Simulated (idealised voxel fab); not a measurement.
The document below concerns the process module designated voxel wiring stack.
Each square cell in cross-section cut measures 5 nm, and the section as a whole is 235 nm wide.
Notation: cross-section as square-cell grid; stated in bands, top first, going down; one or more cell rows per band.
Heads up on the band format: heights come first, top then bottom, in nm. After that it's the materials left to right, each with its width in nm. A single material flagged "edge to edge" fills the whole band edge to edge, and "air" means there's empty space there.
The reference from which all heights are counted is 0, the level beneath which the as-received wafer is entirely one material; the lowest band, having no lower bound, proceeds downward and is written after the example "0 nm and below".
A two-number width, for instance "30 to 40", indicates that the width is equal to the first number in the top row of the band and to the second number in the bottom row, and that it changes by a constant amount per row of cells.
The designation "nothing different", where it is given for a processing step, indicates that no cell of the cross-section was altered in the course of that step.
If an empty space has no open way to the top and is at least 8 cells in size, "Listed closed voids" lists it, written width x height at distance, where distance is measured from the left edge and every value is in nm.
Past the settings on a step's line: simulator remark, on that step.
A step's line can hold "overlay nm"; with a mask on that step, the setting says how far right of the planned place the mask lay, while a negative setting says it lay to the left.

### The process steps that were planned are listed below
1) RECEIVE (material Si)
2) CONFORMAL_DEP (material SiO2; thk nm 15)
3) DIRECTIONAL_DEP (material TiN; thk nm 5)
4) DIRECTIONAL_DEP (material W; thk nm 20)
5) DIRECTIONAL_DEP (material aC; thk nm 15)
6) PATTERN (tone cover; mask id METAL_1; material resist; width nm 30; pitch nm 60; thk nm 30; overlay nm 0)
7) DIRECTIONAL_ETCH (etch materials aC; depth nm 15)
8) STRIP (etch materials resist)
9) DIRECTIONAL_ETCH (etch materials W; depth nm 20)
10) DIRECTIONAL_ETCH (etch materials TiN; depth nm 5)
11) STRIP (etch materials aC)
12) CONFORMAL_DEP (material SiCN; thk nm 5)
13) FILL_DEP (material lowk; thk nm 10)
14) CMP (height nm 40)
15) CONFORMAL_DEP (material SiCN; thk nm 5)
16) DIRECTIONAL_DEP (material SiO2; thk nm 20)
17) MASKED_ETCH (tone open; mask id PLUG_1; width nm 15; pitch nm 120; etch materials SiO2; depth nm 20; overlay nm 0)
18) MASKED_ETCH (tone open; mask id PLUG_1; width nm 15; pitch nm 120; etch materials SiCN; depth nm 5; overlay nm 0)
19) CONFORMAL_DEP (material TiN; thk nm 5)
20) FILL_DEP (material W; thk nm 5)
21) CMP (height nm 65)
22) CONFORMAL_DEP (material SiCN; thk nm 5)
23) DIRECTIONAL_DEP (material SiO2; thk nm 15)
24) PATTERN (tone open; mask id METAL_2; material resist; width nm 30; pitch nm 60; thk nm 20; overlay nm 0)
25) DIRECTIONAL_ETCH (etch materials SiO2; depth nm 15)
26) DIRECTIONAL_ETCH (etch materials SiCN; depth nm 5)
27) STRIP (etch materials resist)
28) CONFORMAL_DEP (material TiN; thk nm 5)
29) FILL_DEP (material W; thk nm 5)
30) CMP (height nm 85)
31) CONFORMAL_DEP (material SiCN; thk nm 5)
32) DIRECTIONAL_DEP (material SiO2; thk nm 10)
33) MASKED_ETCH (tone open; mask id PLUG_2; width nm 15; pitch nm 60; etch materials SiO2; depth nm 10; overlay nm 0)
34) MASKED_ETCH (tone open; mask id PLUG_2; width nm 15; pitch nm 60; etch materials SiCN; depth nm 5; overlay nm 0)
35) CONFORMAL_DEP (material TiN; thk nm 5)
36) FILL_DEP (material W; thk nm 5)
37) CMP (height nm 100)
38) DIRECTIONAL_DEP (material TiN; thk nm 5)
39) DIRECTIONAL_DEP (material Ru; thk nm 25)
40) MASKED_ETCH (tone cover; mask id METAL_3; width nm 30; pitch nm 60; etch materials Ru; depth nm 25; overlay nm 0)
41) MASKED_ETCH (tone cover; mask id METAL_3; width nm 30; pitch nm 60; etch materials TiN; depth nm 5; overlay nm 0)
42) CONFORMAL_DEP (material SiN; thk nm 5)
43) FILL_DEP (material lowk; thk nm 5)
44) CMP (height nm 130)
45) CONFORMAL_DEP (material SiCN; thk nm 5)

### Incoming wafer, cross-sectional view, post step 1
	0 nm and below = Si edge to edge
	Listed closed voids: none

### Here's the cross-section of the first of our two wafers at the end of the module - it ran as planned
	135 nm to 130 nm = SiCN edge to edge
	130 nm to 105 nm = 35 nm lowk | 5 nm SiN | 30 nm Ru | 5 nm SiN | 20 nm lowk | 5 nm SiN | 30 nm Ru | 5 nm SiN | 20 nm lowk | 5 nm SiN | 30 nm Ru | 5 nm SiN | 40 nm lowk
	105 nm to 100 nm = 40 nm SiN | 30 nm TiN | 30 nm SiN | 30 nm TiN | 30 nm SiN | 30 nm TiN | 45 nm SiN
	100 nm to 90 nm = 40 nm SiO2 | 5 nm TiN | 5 nm W | 5 nm TiN | 45 nm SiO2 | 5 nm TiN | 5 nm W | 5 nm TiN | 45 nm SiO2 | 5 nm TiN | 5 nm W | 5 nm TiN | 60 nm SiO2
	90 nm to 85 nm = 40 nm SiCN | 15 nm TiN | 45 nm SiCN | 15 nm TiN | 45 nm SiCN | 15 nm TiN | 60 nm SiCN
	85 nm to 70 nm = 40 nm SiO2 | 5 nm TiN | 20 nm W | 5 nm TiN | 30 nm SiO2 | 5 nm TiN | 20 nm W | 5 nm TiN | 30 nm SiO2 | 5 nm TiN | 20 nm W | 5 nm TiN | 45 nm SiO2
	70 nm to 65 nm = 40 nm SiCN | 30 nm TiN | 30 nm SiCN | 30 nm TiN | 30 nm SiCN | 30 nm TiN | 45 nm SiCN
	65 nm to 45 nm = 40 nm SiO2 | 5 nm TiN | 5 nm W | 5 nm TiN | 105 nm SiO2 | 5 nm TiN | 5 nm W | 5 nm TiN | 60 nm SiO2
	45 nm to 40 nm = 40 nm SiCN | 15 nm TiN | 105 nm SiCN | 15 nm TiN | 60 nm SiCN
	40 nm to 20 nm = 35 nm lowk | 5 nm SiCN | 30 nm W | 5 nm SiCN | 20 nm lowk | 5 nm SiCN | 30 nm W | 5 nm SiCN | 20 nm lowk | 5 nm SiCN | 30 nm W | 5 nm SiCN | 40 nm lowk
	20 nm to 15 nm = 40 nm SiCN | 30 nm TiN | 30 nm SiCN | 30 nm TiN | 30 nm SiCN | 30 nm TiN | 45 nm SiCN
	15 nm to 0 nm = SiO2 edge to edge
	0 nm and below = Si edge to edge
	Listed closed voids: none

### Cross-sectional image of the second wafer of the two following completion of the module. Starting state and process plan were the same as for the first wafer; one execution error occurred
	135 nm to 130 nm = SiCN edge to edge
	130 nm to 105 nm = 35 nm lowk | 5 nm SiN | 30 nm Ru | 5 nm SiN | 20 nm lowk | 5 nm SiN | 30 nm Ru | 5 nm SiN | 20 nm lowk | 5 nm SiN | 30 nm Ru | 5 nm SiN | 40 nm lowk
	105 nm to 100 nm = 40 nm SiN | 30 nm TiN | 30 nm SiN | 30 nm TiN | 30 nm SiN | 30 nm TiN | 45 nm SiN
	100 nm to 90 nm = 40 nm SiO2 | 5 nm TiN | 5 nm W | 5 nm TiN | 45 nm SiO2 | 5 nm TiN | 5 nm W | 5 nm TiN | 45 nm SiO2 | 5 nm TiN | 5 nm W | 5 nm TiN | 60 nm SiO2
	90 nm to 85 nm = 40 nm SiCN | 15 nm TiN | 45 nm SiCN | 15 nm TiN | 45 nm SiCN | 15 nm TiN | 60 nm SiCN
	85 nm to 70 nm = 45 nm SiO2 | 5 nm TiN | 15 nm W | 5 nm TiN | 35 nm SiO2 | 5 nm TiN | 15 nm W | 5 nm TiN | 35 nm SiO2 | 5 nm TiN | 15 nm W | 5 nm TiN | 45 nm SiO2
	70 nm to 65 nm = 45 nm SiCN | 25 nm TiN | 35 nm SiCN | 25 nm TiN | 35 nm SiCN | 25 nm TiN | 45 nm SiCN
	65 nm to 45 nm = 40 nm SiO2 | 5 nm TiN | 5 nm W | 5 nm TiN | 105 nm SiO2 | 5 nm TiN | 5 nm W | 5 nm TiN | 60 nm SiO2
	45 nm to 40 nm = 40 nm SiCN | 15 nm TiN | 105 nm SiCN | 15 nm TiN | 60 nm SiCN
	40 nm to 20 nm = 35 nm lowk | 5 nm SiCN | 30 nm W | 5 nm SiCN | 20 nm lowk | 5 nm SiCN | 30 nm W | 5 nm SiCN | 20 nm lowk | 5 nm SiCN | 30 nm W | 5 nm SiCN | 40 nm lowk
	20 nm to 15 nm = 40 nm SiCN | 30 nm TiN | 30 nm SiCN | 30 nm TiN | 30 nm SiCN | 30 nm TiN | 45 nm SiCN
	15 nm to 0 nm = SiO2 edge to edge
	0 nm and below = Si edge to edge
	Listed closed voids: none
The mistake made against the process plan was this: off-plan run, step 24, actual operation and settings PATTERN (tone open; mask id METAL_2; material resist; width nm 25; pitch nm 60; thk nm 20; overlay nm 0)
In the final state, the cell counts of the second wafer exceed or fall short of those of the first for the following materials: SiCN: 3 more, SiO2: 9 more, TiN: 3 fewer, W: 9 fewer
